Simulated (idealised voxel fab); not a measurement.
Process module name: voxel wiring stack
We display cut, a cross-section 235 nm in width whose square cells are each 5 nm.
Cross-sections here: square-cell grids, written as top-down lists of bands, a band being one or more rows of cells.
Read a band's entry like this: the first values are the height of its top and the height of its bottom in nm, and what follows is the sequence of materials from left to right, each with its width in nm. Note that "air" is empty space, and that a single material marked "full width" reaches across the band from edge to edge.
Measure heights from 0. That's the level where, below it, the as-received wafer is all one material. The lowest band is bottomless and extends downward; write it as in "0..down".
A two-number width, for instance "30..40", indicates that the width is equal to the first number in the top row of the band and to the second number in the bottom row, and that it changes by a constant amount per row of cells.
"left unchanged", as given for a step, is the statement that not any cell of the cross-section underwent a change during that step.
The entry "Voids lacking openings" lists the empty spaces that cover at least 8 cells and have no open path to the top. Each is written as width x height at distance, where the distance is measured from the left edge and all three values are in nm.
What comes after the settings on a step's line is commentary from the simulator itself on that step.
The "overlay nm" setting may appear on a step's line; for a step that uses a mask, it gives how far to the right of its planned position the mask lay, and a negative value indicates the left.
Each pair of cross-sections that follows straddles one process step: the one shows the state before the step, the other the state after it, down to the lowest band that changed and no further. The step in question, and its settings, are given under the pair. Note that a pair is not necessarily a continuation of the pair above it, since pairs can come from different runs of this module on the same starting wafer; it is a continuation only where its entry headed "Before processing" says so.

[Before processing]
- 145..125: resist=85, then air=15, then resist=135
- 125..110: aC=85, then air=15, then resist=5, then aC=20, then resist=20, then aC=90
- 110..105: lowk=85, then air=15, then resist=5, then lowk=20, then resist=20, then lowk=90
- 105..90: lowk=85, then air=15, then aC=5, then lowk=20, then aC=20, then lowk=90
- 90..75: lowk full width
- 75..70: Cu full width
- 70..55: lowk=85, then TiN=5, then Cu=10, then TiN=5, then lowk=20, then TiN=5, then Cu=10, then TiN=5, then lowk=90
- 55..50: lowk=85, then TiN=5, then Cu=5, then TiN=10, then lowk=20, then TiN=20, then lowk=90
- 50..40: lowk=85, then TiN=5, then Cu=5, then TiN=5, then lowk=135
- 40..35: SiCN=85, then TiN=15, then SiCN=135
- 35..15: lowk=85, then W=20, then lowk=20, then W=20, then lowk=90
- 15..10: lowk=85, then TiN=20, then lowk=20, then TiN=20, then lowk=90
- 10..0: SiO2 full width
- 0..down: Si full width
- Voids lacking openings: none

[Cross-Section After Step]
- 125..110: aC=85, then air=20, then aC=20, then air=20, then aC=90
- 110..105: lowk=85, then air=20, then lowk=20, then air=20, then lowk=90
- Unchanged below 105.
- Voids lacking openings: none
Between before and after above, the operation and settings are STRIP,etch materials resist

Before processing: we pick up right where the pair above leaves off, with its after cross-section.

[Cross-Section After Step]
- 125..110: aC=85, then air=20, then aC=20, then air=20, then aC=90
- 110..105: lowk=85, then air=20, then lowk=20, then air=20, then lowk=90
- 105..90: lowk=85, then air=15, then aC=5, then lowk=20, then aC=20, then lowk=90
- 90..75: lowk=85, then air=15, then lowk=135
- Unchanged below 75.
- Voids lacking openings: none
Between before and after above, the operation and settings are DIRECTIONAL_ETCH,etch materials lowk,depth nm 15

Before processing: we pick up right where the pair above leaves off, with its after cross-section.

[Cross-Section After Step]
- 110..90: lowk=85, then air=20, then lowk=20, then air=20, then lowk=90
- Unchanged below 90.
- Voids lacking openings: none
Between before and after above, the operation and settings are STRIP,etch materials aC

Before processing: we pick up right where the pair above leaves off, with its after cross-section.

[Cross-Section After Step]
- 115..110: TiN=90, then air=10, then TiN=30, then air=10, then TiN=95
- 110..95: lowk=85, then TiN=5, then air=10, then TiN=5, then lowk=20, then TiN=5, then air=10, then TiN=5, then lowk=90
- 95..90: lowk=85, then TiN=5, then air=5, then TiN=10, then lowk=20, then TiN=20, then lowk=90
- 90..80: lowk=85, then TiN=5, then air=5, then TiN=5, then lowk=135
- 80..75: lowk=85, then TiN=15, then lowk=135
- Unchanged below 75.
- Voids lacking openings: none
Between before and after above, the operation and settings are CONFORMAL_DEP,material TiN,thk nm 5

Before processing: we pick up right where the pair above leaves off, with its after cross-section.

[Cross-Section After Step]
- 120..115: Cu full width
- 115..110: TiN=90, then Cu=10, then TiN=30, then Cu=10, then TiN=95
- 110..95: lowk=85, then TiN=5, then Cu=10, then TiN=5, then lowk=20, then TiN=5, then Cu=10, then TiN=5, then lowk=90
- 95..90: lowk=85, then TiN=5, then Cu=5, then TiN=10, then lowk=20, then TiN=20, then lowk=90
- 90..80: lowk=85, then TiN=5, then Cu=5, then TiN=5, then lowk=135
- Unchanged below 80.
- Voids lacking openings: none
Between before and after above, the operation and settings are FILL_DEP,material Cu,thk nm 5

Before processing: we pick up right where the pair above leaves off, with its after cross-section.

[Cross-Section After Step]
- 110..95: lowk=85, then TiN=5, then Cu=10, then TiN=5, then lowk=20, then TiN=5, then Cu=10, then TiN=5, then lowk=90
- Unchanged below 95.
- Voids lacking openings: none
Between before and after above, the operation and settings are CMP,height nm 110

Before processing: we pick up right where the pair above leaves off, with its after cross-section.

[Cross-Section After Step]
- 115..110: SiCN full width
- Unchanged below 110.
- Voids lacking openings: none
Between before and after above, the operation and settings are CONFORMAL_DEP,material SiCN,thk nm 5

Before processing: we pick up right where the pair above leaves off, with its after cross-section.

[Cross-Section After Step]
- 125..115: lowk full width
- Unchanged below 115.
- Voids lacking openings: none
Between before and after above, the operation and settings are DIRECTIONAL_DEP,material lowk,thk nm 10

Before processing: we pick up right where the pair above leaves off, with its after cross-section.

[Cross-Section After Step]
- 125..115: lowk=85, then air=15, then lowk=25, then air=15, then lowk=95
- Unchanged below 115.
- Voids lacking openings: none
Between before and after above, the operation and settings are MASKED_ETCH,tone open,mask id PLUG_3,width nm 15,pitch nm 40,etch materials lowk,depth nm 10,overlay nm 0

Before processing: we pick up right where the pair above leaves off, with its after cross-section.

[Cross-Section After Step]
- 125..115: lowk=85, then air=15, then lowk=25, then air=15, then lowk=95
- 115..110: SiCN=85, then air=15, then SiCN=25, then air=15, then SiCN=95
- Unchanged below 110.
- Voids lacking openings: none
Between before and after above, the operation and settings are MASKED_ETCH,tone open,mask id PLUG_3,width nm 15,pitch nm 40,etch materials SiCN,depth nm 5,overlay nm 0

Before processing: we pick up right where the pair above leaves off, with its after cross-section.

[Cross-Section After Step]
- 125..120: lowk=85, then air=15, then lowk=25, then air=15, then lowk=95
- 120..115: lowk=85, then Ru=15, then lowk=25, then Ru=15, then lowk=95
- 115..110: SiCN=85, then Ru=15, then SiCN=25, then Ru=15, then SiCN=95
- Unchanged below 110.
- Voids lacking openings: none
Between before and after above, the operation and settings are EPI,material Ru,thk nm 10

Before processing: we pick up right where the pair above leaves off, with its after cross-section.

[Cross-Section After Step]
- 125..115: lowk=85, then Ru=15, then lowk=25, then Ru=15, then lowk=95
- Unchanged below 115.
- Voids lacking openings: none
Between before and after above, the operation and settings are EPI,material Ru,thk nm 5

Before processing: we pick up right where the pair above leaves off, with its after cross-section.

[Cross-Section After Step]
- 130..125: SiN full width
- Unchanged below 125.
- Voids lacking openings: none
Between before and after above, the operation and settings are CONFORMAL_DEP,material SiN,thk nm 5

Before processing: we pick up right where the pair above leaves off, with its after cross-section.

[Cross-Section After Step]
- 150..130: lowk full width
- Unchanged below 130.
- Voids lacking openings: none
Between before and after above, the operation and settings are DIRECTIONAL_DEP,material lowk,thk nm 20

Before processing: we pick up right where the pair above leaves off, with its after cross-section.

[Cross-Section After Step]
- 150..130: lowk=85, then air=20, then lowk=20, then air=20, then lowk=90
- Unchanged below 130.
- Voids lacking openings: none
Between before and after above, the operation and settings are MASKED_ETCH,tone open,mask id METAL_4,width nm 20,pitch nm 40,etch materials lowk,depth nm 20,overlay nm 0

Before processing: we pick up right where the pair above leaves off, with its after cross-section.

[Cross-Section After Step]
- 150..130: lowk=85, then air=20, then lowk=20, then air=20, then lowk=90
- 130..125: SiN=85, then air=20, then SiN=20, then air=20, then SiN=90
- Unchanged below 125.
- Voids lacking openings: none
Between before and after above, the operation and settings are MASKED_ETCH,tone open,mask id METAL_4,width nm 20,pitch nm 40,etch materials SiN,depth nm 5,overlay nm 0

Before processing: we pick up right where the pair above leaves off, with its after cross-section.

[Cross-Section After Step]
- 155..150: TiN=90, then air=10, then TiN=30, then air=10, then TiN=95
- 150..130: lowk=85, then TiN=5, then air=10, then TiN=5, then lowk=20, then TiN=5, then air=10, then TiN=5, then lowk=90
- 130..125: SiN=85, then TiN=20, then SiN=20, then TiN=20, then SiN=90
- Unchanged below 125.
- Voids lacking openings: none
Between before and after above, the operation and settings are CONFORMAL_DEP,material TiN,thk nm 5

Before processing: we pick up right where the pair above leaves off, with its after cross-section.

[Cross-Section After Step]
- 160..155: Ru full width
- 155..150: TiN=90, then Ru=10, then TiN=30, then Ru=10, then TiN=95
- 150..130: lowk=85, then TiN=5, then Ru=10, then TiN=5, then lowk=20, then TiN=5, then Ru=10, then TiN=5, then lowk=90
- Unchanged below 130.
- Voids lacking openings: none
Between before and after above, the operation and settings are FILL_DEP,material Ru,thk nm 5

Before processing: we pick up right where the pair above leaves off, with its after cross-section.

[Cross-Section After Step]
- 150..130: lowk=85, then TiN=5, then Ru=10, then TiN=5, then lowk=20, then TiN=5, then Ru=10, then TiN=5, then lowk=90
- Unchanged below 130.
- Voids lacking openings: none
Between before and after above, the operation and settings are CMP,height nm 150

Before processing: we pick up right where the pair above leaves off, with its after cross-section.

[Cross-Section After Step]
- 155..150: air=80, then Ru=30, then air=10, then Ru=30, then air=85
- Unchanged below 150.
- Voids lacking openings: none
Between before and after above, the operation and settings are EPI,material Ru,thk nm 5

Before processing: we pick up right where the pair above leaves off, with its after cross-section.

[Cross-Section After Step]
- 160..155: SiCN full width
- 155..150: SiCN=80, then Ru=30, then SiCN=10, then Ru=30, then SiCN=85
- Unchanged below 150.
- Voids lacking openings: none
Between before and after above, the operation and settings are FILL_DEP,material SiCN,thk nm 5

[Before processing]
- 70..50: lowk=85, then air=20, then lowk=20, then air=20, then lowk=90
- 50..40: lowk full width
- 40..35: SiCN full width
- 35..15: lowk=85, then W=20, then lowk=20, then W=20, then lowk=90
- 15..10: lowk=85, then TiN=20, then lowk=20, then TiN=20, then lowk=90
- 10..0: SiO2 full width
- 0..down: Si full width
- Voids lacking openings: none

[Cross-Section After Step]
- 60..50: lowk=85, then air=20, then lowk=20, then air=20, then lowk=90
- 50..40: lowk=100, then air=5, then lowk=20, then air=20, then lowk=90
- Unchanged below 40.
- Voids lacking openings: none
Between before and after above, the operation and settings are MASKED_ETCH,tone cover,mask id METAL_2_HOLES,width nm 15,etch materials lowk,depth nm 10,overlay nm 0

Before processing: we pick up right where the pair above leaves off, with its after cross-section.

[Cross-Section After Step]
- 65..60: TiN=90, then air=10, then TiN=30, then air=10, then TiN=95
- 60..55: lowk=85, then TiN=5, then air=10, then TiN=5, then lowk=20, then TiN=5, then air=10, then TiN=5, then lowk=90
- 55..45: lowk=85..100, then TiN=20..5, then lowk=20, then TiN=5, then air=10, then TiN=5, then lowk=90
- 45..40: lowk=100, then TiN=5, then lowk=20, then TiN=20, then lowk=90
- Unchanged below 40.
- Voids lacking openings: none
Between before and after above, the operation and settings are CONFORMAL_DEP,material TiN,thk nm 5

Before processing: we pick up right where the pair above leaves off, with its after cross-section.

[Cross-Section After Step]
- 70..65: Cu full width
- 65..60: TiN=90, then Cu=10, then TiN=30, then Cu=10, then TiN=95
- 60..55: lowk=85, then TiN=5, then Cu=10, then TiN=5, then lowk=20, then TiN=5, then Cu=10, then TiN=5, then lowk=90
- 55..45: lowk=85..100, then TiN=20..5, then lowk=20, then TiN=5, then Cu=10, then TiN=5, then lowk=90
- Unchanged below 45.
- Voids lacking openings: none
Between before and after above, the operation and settings are FILL_DEP,material Cu,thk nm 5

Before processing: we pick up right where the pair above leaves off, with its after cross-section.

[Cross-Section After Step]
- 75..70: SiCN full width
- Unchanged below 70.
- Voids lacking openings: none
Between before and after above, the operation and settings are CONFORMAL_DEP,material SiCN,thk nm 5

Before processing: we pick up right where the pair above leaves off, with its after cross-section.

[Cross-Section After Step]
- 110..75: lowk full width
- Unchanged below 75.
- Voids lacking openings: none
Between before and after above, the operation and settings are DIRECTIONAL_DEP,material lowk,thk nm 35

Before processing: we pick up right where the pair above leaves off, with its after cross-section.

[Cross-Section After Step]
- 120..110: aC full width
- Unchanged below 110.
- Voids lacking openings: none
Between before and after above, the operation and settings are DIRECTIONAL_DEP,material aC,thk nm 10

Before processing: we pick up right where the pair above leaves off, with its after cross-section.

[Cross-Section After Step]
- 150..120: resist=85, then air=20, then resist=20, then air=20, then resist=90
- Unchanged below 120.
- Voids lacking openings: none
Between before and after above, the operation and settings are PATTERN,tone open,mask id METAL_3,material resist,width nm 20,pitch nm 40,thk nm 30,overlay nm 0

Before processing: we pick up right where the pair above leaves off, with its after cross-section.

[Cross-Section After Step]
- 140..120: resist=85, then air=20, then resist=20, then air=20, then resist=90
- 120..110: aC=85, then air=20, then aC=20, then air=20, then aC=90
- Unchanged below 110.
- Voids lacking openings: none
Between before and after above, the operation and settings are DIRECTIONAL_ETCH,etch materials aC,depth nm 10

Before processing: we pick up right where the pair above leaves off, with its after cross-section.

[Cross-Section After Step]
- 120..110: aC=85, then air=20, then aC=20, then air=20, then aC=90
- Unchanged below 110.
- Voids lacking openings: none
Between before and after above, the operation and settings are STRIP,etch materials resist

Before processing: we pick up right where the pair above leaves off, with its after cross-section.

[Cross-Section After Step]
- 120..110: aC=85, then air=20, then aC=20, then air=20, then aC=90
- 110..90: lowk=85, then air=20, then lowk=20, then air=20, then lowk=90
- Unchanged below 90.
- Voids lacking openings: none
Between before and after above, the operation and settings are DIRECTIONAL_ETCH,etch materials lowk,depth nm 20

Before processing: we pick up right where the pair above leaves off, with its after cross-section.

[Cross-Section After Step]
- 110..90: lowk=85, then air=20, then lowk=20, then air=20, then lowk=90
- Unchanged below 90.
- Voids lacking openings: none
Between before and after above, the operation and settings are STRIP,etch materials aC

Before processing: we pick up right where the pair above leaves off, with its after cross-section.

[Cross-Section After Step]
- 125..110: aC=85, then air=20, then aC=20, then air=20, then aC=90
- 110..105: lowk=85, then air=20, then lowk=20, then air=20, then lowk=90
- 105..90: lowk=85, then aC=20, then lowk=20, then aC=20, then lowk=90
- Unchanged below 90.
- Voids lacking openings: none
Between before and after above, the operation and settings are DIRECTIONAL_DEP,material aC,thk nm 15

Before processing: we pick up right where the pair above leaves off, with its after cross-section.

[Cross-Section After Step]
- 160..125: resist=85, then air=15, then resist=135
- 125..110: aC=85, then air=15, then resist=5, then aC=20, then resist=20, then aC=90
- 110..105: lowk=85, then air=15, then resist=5, then lowk=20, then resist=20, then lowk=90
- Unchanged below 105.
- Voids lacking openings: none
Between before and after above, the operation and settings are PATTERN,tone open,mask id METAL_3_HOLES,material resist,width nm 15,thk nm 35,overlay nm 0

Before processing: we pick up right where the pair above leaves off, with its after cross-section.

[Cross-Section After Step]
- 145..125: resist=85, then air=15, then resist=135
- 125..110: aC=85, then air=15, then resist=5, then aC=20, then resist=20, then aC=90
- 110..105: lowk=85, then air=15, then resist=5, then lowk=20, then resist=20, then lowk=90
- 105..90: lowk=85, then air=15, then aC=5, then lowk=20, then aC=20, then lowk=90
- Unchanged below 90.
- Voids lacking openings: none
Between before and after above, the operation and settings are DIRECTIONAL_ETCH,etch materials aC,depth nm 15

Before processing: we pick up right where the pair above leaves off, with its after cross-section.

[Cross-Section After Step]
- 125..110: aC=85, then air=20, then aC=20, then air=20, then aC=90
- 110..105: lowk=85, then air=20, then lowk=20, then air=20, then lowk=90
- Unchanged below 105.
- Voids lacking openings: none
Between before and after above, the operation and settings are STRIP,etch materials resist

Before processing: we pick up right where the pair above leaves off, with its after cross-section.

[Cross-Section After Step]
- 125..110: aC=85, then air=20, then aC=20, then air=20, then aC=90
- 110..105: lowk=85, then air=20, then lowk=20, then air=20, then lowk=90
- 105..90: lowk=85, then air=15, then aC=5, then lowk=20, then aC=20, then lowk=90
- 90..75: lowk=85, then air=15, then lowk=135
- Unchanged below 75.
- Voids lacking openings: none
Between before and after above, the operation and settings are DIRECTIONAL_ETCH,etch materials lowk,depth nm 15

Before processing: we pick up right where the pair above leaves off, with its after cross-section.

[Cross-Section After Step]
- 125..110: aC=85, then air=20, then aC=20, then air=20, then aC=90
- 110..105: lowk=85, then air=20, then lowk=20, then air=20, then lowk=90
- 105..90: lowk=85, then air=15, then aC=5, then lowk=20, then aC=20, then lowk=90
- 90..75: lowk=85, then air=15, then lowk=135
- 75..70: SiCN=85, then air=15, then SiCN=135
- Unchanged below 70.
- Voids lacking openings: none
Between before and after above, the operation and settings are DIRECTIONAL_ETCH,etch materials SiCN,depth nm 5

Before processing: we pick up right where the pair above leaves off, with its after cross-section.

[Cross-Section After Step]
- 110..90: lowk=85, then air=20, then lowk=20, then air=20, then lowk=90
- Unchanged below 90.
- Voids lacking openings: none
Between before and after above, the operation and settings are STRIP,etch materials aC

Before processing: we pick up right where the pair above leaves off, with its after cross-section.

[Cross-Section After Step]
- 115..110: TiN=90, then air=10, then TiN=30, then air=10, then TiN=95
- 110..95: lowk=85, then TiN=5, then air=10, then TiN=5, then lowk=20, then TiN=5, then air=10, then TiN=5, then lowk=90
- 95..90: lowk=85, then TiN=5, then air=5, then TiN=10, then lowk=20, then TiN=20, then lowk=90
- 90..75: lowk=85, then TiN=5, then air=5, then TiN=5, then lowk=135
- 75..70: SiCN=85, then TiN=15, then SiCN=135
- Unchanged below 70.
- Voids lacking openings: none
Between before and after above, the operation and settings are CONFORMAL_DEP,material TiN,thk nm 5

Before processing: we pick up right where the pair above leaves off, with its after cross-section.

[Cross-Section After Step]
- 120..115: Cu full width
- 115..110: TiN=90, then Cu=10, then TiN=30, then Cu=10, then TiN=95
- 110..95: lowk=85, then TiN=5, then Cu=10, then TiN=5, then lowk=20, then TiN=5, then Cu=10, then TiN=5, then lowk=90
- 95..90: lowk=85, then TiN=5, then Cu=5, then TiN=10, then lowk=20, then TiN=20, then lowk=90
- 90..75: lowk=85, then TiN=5, then Cu=5, then TiN=5, then lowk=135
- Unchanged below 75.
- Voids lacking openings: none
Between before and after above, the operation and settings are FILL_DEP,material Cu,thk nm 5

Before processing: we pick up right where the pair above leaves off, with its after cross-section.

[Cross-Section After Step]
- 110..95: lowk=85, then TiN=5, then Cu=10, then TiN=5, then lowk=20, then TiN=5, then Cu=10, then TiN=5, then lowk=90
- Unchanged below 95.
- Voids lacking openings: none
Between before and after above, the operation and settings are CMP,height nm 110

Before processing: we pick up right where the pair above leaves off, with its after cross-section.

[Cross-Section After Step]
- 115..110: SiCN full width
- Unchanged below 110.
- Voids lacking openings: none
Between before and after above, the operation and settings are CONFORMAL_DEP,material SiCN,thk nm 5

Before processing: we pick up right where the pair above leaves off, with its after cross-section.

[Cross-Section After Step]
- 125..115: lowk full width
- Unchanged below 115.
- Voids lacking openings: none
Between before and after above, the operation and settings are DIRECTIONAL_DEP,material lowk,thk nm 10

Before processing: we pick up right where the pair above leaves off, with its after cross-section.

[Cross-Section After Step]
- 125..115: lowk=85, then air=15, then lowk=25, then air=15, then lowk=95
- Unchanged below 115.
- Voids lacking openings: none
Between before and after above, the operation and settings are MASKED_ETCH,tone open,mask id PLUG_3,width nm 15,pitch nm 40,etch materials lowk,depth nm 10,overlay nm 0

Before processing: we pick up right where the pair above leaves off, with its after cross-section.

[Cross-Section After Step]
- 125..115: lowk=85, then air=15, then lowk=25, then air=15, then lowk=95
- 115..110: SiCN=85, then air=15, then SiCN=25, then air=15, then SiCN=95
- Unchanged below 110.
- Voids lacking openings: none
Between before and after above, the operation and settings are MASKED_ETCH,tone open,mask id PLUG_3,width nm 15,pitch nm 40,etch materials SiCN,depth nm 5,overlay nm 0

Before processing: we pick up right where the pair above leaves off, with its after cross-section.

[Cross-Section After Step]
- 125..120: lowk=85, then air=15, then lowk=25, then air=15, then lowk=95
- 120..115: lowk=85, then Ru=15, then lowk=25, then Ru=15, then lowk=95
- 115..110: SiCN=85, then Ru=15, then SiCN=25, then Ru=15, then SiCN=95
- Unchanged below 110.
- Voids lacking openings: none
Between before and after above, the operation and settings are EPI,material Ru,thk nm 10

Before processing: we pick up right where the pair above leaves off, with its after cross-section.

[Cross-Section After Step]
- 125..115: lowk=85, then Ru=15, then lowk=25, then Ru=15, then lowk=95
- Unchanged below 115.
- Voids lacking openings: none
Between before and after above, the operation and settings are EPI,material Ru,thk nm 5

Before processing: we pick up right where the pair above leaves off, with its after cross-section.

[Cross-Section After Step]
- 130..125: SiN full width
- Unchanged below 125.
- Voids lacking openings: none
Between before and after above, the operation and settings are CONFORMAL_DEP,material SiN,thk nm 5

Before processing: we pick up right where the pair above leaves off, with its after cross-section.

[Cross-Section After Step]
- 150..130: lowk full width
- Unchanged below 130.
- Voids lacking openings: none
Between before and after above, the operation and settings are DIRECTIONAL_DEP,material lowk,thk nm 20

Before processing: we pick up right where the pair above leaves off, with its after cross-section.

[Cross-Section After Step]
- 150..130: lowk=85, then air=20, then lowk=20, then air=20, then lowk=90
- Unchanged below 130.
- Voids lacking openings: none
Between before and after above, the operation and settings are MASKED_ETCH,tone open,mask id METAL_4,width nm 20,pitch nm 40,etch materials lowk,depth nm 20,overlay nm 0

Before processing: we pick up right where the pair above leaves off, with its after cross-section.

[Cross-Section After Step]
- 150..130: lowk=85, then air=20, then lowk=20, then air=20, then lowk=90
- 130..125: SiN=85, then air=20, then SiN=20, then air=20, then SiN=90
- Unchanged below 125.
- Voids lacking openings: none
Between before and after above, the operation and settings are MASKED_ETCH,tone open,mask id METAL_4,width nm 20,pitch nm 40,etch materials SiN,depth nm 5,overlay nm 0

Before processing: we pick up right where the pair above leaves off, with its after cross-section.

[Cross-Section After Step]
- 155..150: TiN=90, then air=10, then TiN=30, then air=10, then TiN=95
- 150..130: lowk=85, then TiN=5, then air=10, then TiN=5, then lowk=20, then TiN=5, then air=10, then TiN=5, then lowk=90
- 130..125: SiN=85, then TiN=20, then SiN=20, then TiN=20, then SiN=90
- Unchanged below 125.
- Voids lacking openings: none
Between before and after above, the operation and settings are CONFORMAL_DEP,material TiN,thk nm 5

Before processing: we pick up right where the pair above leaves off, with its after cross-section.

[Cross-Section After Step]
- 160..155: Ru full width
- 155..150: TiN=90, then Ru=10, then TiN=30, then Ru=10, then TiN=95
- 150..130: lowk=85, then TiN=5, then Ru=10, then TiN=5, then lowk=20, then TiN=5, then Ru=10, then TiN=5, then lowk=90
- Unchanged below 130.
- Voids lacking openings: none
Between before and after above, the operation and settings are FILL_DEP,material Ru,thk nm 5

Before processing: we pick up right where the pair above leaves off, with its after cross-section.

[Cross-Section After Step]
- 150..130: lowk=85, then TiN=5, then Ru=10, then TiN=5, then lowk=20, then TiN=5, then Ru=10, then TiN=5, then lowk=90
- Unchanged below 130.
- Voids lacking openings: none
Between before and after above, the operation and settings are CMP,height nm 150

Before processing: we pick up right where the pair above leaves off, with its after cross-section.

[Cross-Section After Step]
- 155..150: air=80, then Ru=30, then air=10, then Ru=30, then air=85
- Unchanged below 150.
- Voids lacking openings: none
Between before and after above, the operation and settings are EPI,material Ru,thk nm 5

Before processing: we pick up right where the pair above leaves off, with its after cross-section.

[Cross-Section After Step]
- 160..155: SiCN full width
- 155..150: SiCN=80, then Ru=30, then SiCN=10, then Ru=30, then SiCN=85
- Unchanged below 150.
- Voids lacking openings: none
Between before and after above, the operation and settings are FILL_DEP,material SiCN,thk nm 5
